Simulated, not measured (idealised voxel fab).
Presented below is a process module, voxel trench capacitor.
Pictured: cross-section cut, 255 nm wide, on a grid of 5 nm square cells.
Cross-section = grid of square cells, listed top down in bands; band = one or more rows. Band entry format. Leading values: height of top, height of bottom, nm. Remainder: materials in left-to-right order, each with its width in nm. Special words: "throughout" on a single material, which then fills the band edge to edge; "blank", empty space. Heads up on the height convention: 0 is the point under which the incoming wafer is all one material, and the lowest band has no bottom, it just keeps going down, like "0..down". Top row gets the first number, bottom row gets the second, and each row in between changes by the same step: that is how a band width like "30..40" works. For the purposes of this document, the phrase "nothing was modified" attached to a step denotes that no cell within the cross-section was modified by that step. "Sealed void inventory" lists enclosed empty spaces (at least 8 cells, no open path upward to the top), each as width x height at distance from the left edge, in nm. Where a step's line continues beyond its settings, the continuation is a remark by the simulator itself on that step. When a step includes a mask, the "overlay nm" setting on its line states how far to the right of its planned place that mask lay, and negative values state how far to the left.
[Here's what the planned process steps look like]
1 RECEIVE [material Si]
2 CONFORMAL_DEP [material SiN] [thk nm 10]
3 MASKED_ETCH [tone open] [mask id TRENCH] [width nm 25] [pitch nm 45] [etch materials SiN] [depth nm 10] [overlay nm 0]
4 MASKED_ETCH [tone open] [mask id TRENCH] [width nm 15] [pitch nm 45] [etch materials Si] [depth nm 25] [overlay nm 0]
5 CONFORMAL_DEP [material Al2O3] [thk nm 5]
6 CONFORMAL_DEP [material TiN] [thk nm 5]
7 FILL_DEP [material W] [thk nm 5]
8 CMP [height nm 10]
Split variable: width nm, step 4. Plan value = first wafer. Wafers start alike.
[Cross-section of the first of several received wafers, showing its state after step 1]
  0..down = Si throughout
  Sealed void inventory: none
[Cross-sectional representation of the first of several wafers at the end of the module, i.e. after its terminal step, step 8]
  10..0 = SiN 45 nm; Al2O3 5..10 nm; TiN 15..5 nm; Al2O3 5..10 nm; SiN 20 nm; Al2O3 5..10 nm; TiN 15..5 nm; Al2O3 5..10 nm; SiN 20 nm; Al2O3 5..10 nm; TiN 15..5 nm; Al2O3 5..10 nm; SiN 20 nm; Al2O3 5..10 nm; TiN 15..5 nm; Al2O3 5..10 nm; SiN 50 nm
  0..-20 = Si 50 nm; Al2O3 5 nm; TiN 5 nm; Al2O3 5 nm; Si 30 nm; Al2O3 5 nm; TiN 5 nm; Al2O3 5 nm; Si 30 nm; Al2O3 5 nm; TiN 5 nm; Al2O3 5 nm; Si 30 nm; Al2O3 5 nm; TiN 5 nm; Al2O3 5 nm; Si 55 nm
  -20..-25 = Si 50 nm; Al2O3 15 nm; Si 30 nm; Al2O3 15 nm; Si 30 nm; Al2O3 15 nm; Si 30 nm; Al2O3 15 nm; Si 55 nm
  -25..down = Si throughout
  Sealed void inventory: none
[A cross-section through the last wafer at the close of the module]
  10..0 = SiN 45 nm; Al2O3 5 nm; TiN 5 nm; W 5 nm; TiN 5 nm; Al2O3 5 nm; SiN 20 nm; Al2O3 5 nm; TiN 5 nm; W 5 nm; TiN 5 nm; Al2O3 5 nm; SiN 20 nm; Al2O3 5 nm; TiN 5 nm; W 5 nm; TiN 5 nm; Al2O3 5 nm; SiN 20 nm; Al2O3 5 nm; TiN 5 nm; W 5 nm; TiN 5 nm; Al2O3 5 nm; SiN 50 nm
  0..-15 = Si 45 nm; Al2O3 5 nm; TiN 5 nm; W 5 nm; TiN 5 nm; Al2O3 5 nm; Si 20 nm; Al2O3 5 nm; TiN 5 nm; W 5 nm; TiN 5 nm; Al2O3 5 nm; Si 20 nm; Al2O3 5 nm; TiN 5 nm; W 5 nm; TiN 5 nm; Al2O3 5 nm; Si 20 nm; Al2O3 5 nm; TiN 5 nm; W 5 nm; TiN 5 nm; Al2O3 5 nm; Si 50 nm
  -15..-20 = Si 45 nm; Al2O3 5 nm; TiN 15 nm; Al2O3 5 nm; Si 20 nm; Al2O3 5 nm; TiN 15 nm; Al2O3 5 nm; Si 20 nm; Al2O3 5 nm; TiN 15 nm; Al2O3 5 nm; Si 20 nm; Al2O3 5 nm; TiN 15 nm; Al2O3 5 nm; Si 50 nm
  -20..-25 = Si 45 nm; Al2O3 25 nm; Si 20 nm; Al2O3 25 nm; Si 20 nm; Al2O3 25 nm; Si 20 nm; Al2O3 25 nm; Si 50 nm
  -25..down = Si throughout
  Sealed void inventory: none
[Where each wafer stands at the end of the module, a row apiece: cells of each material gained (+) or lost (-) since it was received, then closed voids]
width nm 15 | +68 Al2O3 | -60 Si | +62 SiN | +32 TiN | Sealed void inventory: none
width nm 20 | +68 Al2O3 | -80 Si | +62 SiN | +52 TiN | Sealed void inventory: none
width nm 25 | +68 Al2O3 | -100 Si | +62 SiN | +52 TiN | +20 W | Sealed void inventory: none
width nm 30 | +68 Al2O3 | -100 Si | +62 SiN | +52 TiN | +20 W | Sealed void inventory: none
